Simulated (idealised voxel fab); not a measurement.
Documented hereafter: the process module known as voxel self aligned vias.
Each square cell in cross-section cut measures 5 nm, and the section as a whole is 300 nm wide.
Each cross-section below is a grid of square cells, stated as bands in top-down order, with one or more rows of cells making up each band.
What a band's entry tells you: where the top is and where the bottom is, as heights in nm, and after that what lies inside, material by material from left to right, each with its width in nm. Empty space is written as the word "blank", and a single material marked with the word "throughout" occupies the band from edge to edge.
Height datum 0, below which the as-received substrate wafer is one material. Lowest band open at the bottom, running downward: "z 0 and below".
Note: "30 to 40" means the width goes from the first number (top row of the band) to the second number (bottom row) in equal steps per row of cells.
Any step labelled "nothing got changed" changed none of the cells in the cross-section.
Under "Closed void listing" you'll find the enclosed gaps, the ones with no way out to the top, that are 8 cells or bigger; each reads width x height at distance, with distance counted from the left edge, everything in nm.
Formally, on a step line, whatever follows the settings is a remark that the simulator itself makes on the step.
Among the settings permitted on a step's line is "overlay nm"; applied to a step with a mask, it specifies the extent to which the mask lay to the right of its planned position, whereas a negative figure signifies a position to the left.

# Process steps - plan
1) RECEIVE,material Si
2) CONFORMAL_DEP,material SiO2,thk nm 10
3) CONFORMAL_DEP,material SiCN,thk nm 5
4) DIRECTIONAL_DEP,material lowk,thk nm 25
5) PATTERN,tone open,mask id LINES,material resist,width nm 25,pitch nm 50,thk nm 20,overlay nm 0
6) DIRECTIONAL_ETCH,etch materials lowk,depth nm 25
7) STRIP,etch materials resist
8) CONFORMAL_DEP,material TiN,thk nm 5
9) FILL_DEP,material W,thk nm 5
10) CMP,height nm 40
11) SELECTIVE_ETCH,etch materials W Ru TiN,depth nm 5
12) FILL_DEP,material SiN,thk nm 10
13) CMP,height nm 40
14) DIRECTIONAL_DEP,material lowk,thk nm 15
15) MASKED_ETCH,tone open,mask id VIAS,width nm 35,pitch nm 50,etch materials lowk,depth nm 15,overlay nm 0
16) MASKED_ETCH,tone open,mask id VIAS,width nm 35,pitch nm 50,etch materials SiN,depth nm 5,overlay nm 0
17) CONFORMAL_DEP,material TiN,thk nm 5
18) FILL_DEP,material Cu,thk nm 10
19) CMP,height nm 55
20) CONFORMAL_DEP,material SiN,thk nm 5

# Cross-section of the wafer as it came to us, i.e., already through step 1
    z 0 and below: Si throughout
    Closed void listing: none

# Same starting wafer, same plan as above, one mistake in the execution; this is the cross-section at the end of the module
    z 60 to 55: SiN throughout
    z 55 to 45: Cu (100), TiN (5), lowk (35), TiN (5), Cu (5), TiN (5), lowk (35), TiN (5), Cu (105)
    z 45 to 40: TiN (105), lowk (35), TiN (15), lowk (35), TiN (110)
    z 40 to 35: lowk (110), SiN (25), lowk (25), SiN (25), lowk (115)
    z 35 to 20: lowk (110), TiN (5), W (15), TiN (5), lowk (25), TiN (5), W (15), TiN (5), lowk (115)
    z 20 to 15: lowk (110), TiN (25), lowk (25), TiN (25), lowk (115)
    z 15 to 10: SiCN throughout
    z 10 to 0: SiO2 throughout
    z 0 and below: Si throughout
    Closed void listing: none
Plan not followed: step 15 went in with a setting other than planned; the actual run was MASKED_ETCH,tone cover,mask id VIAS,width nm 35,pitch nm 50,etch materials lowk,depth nm 15,overlay nm 0
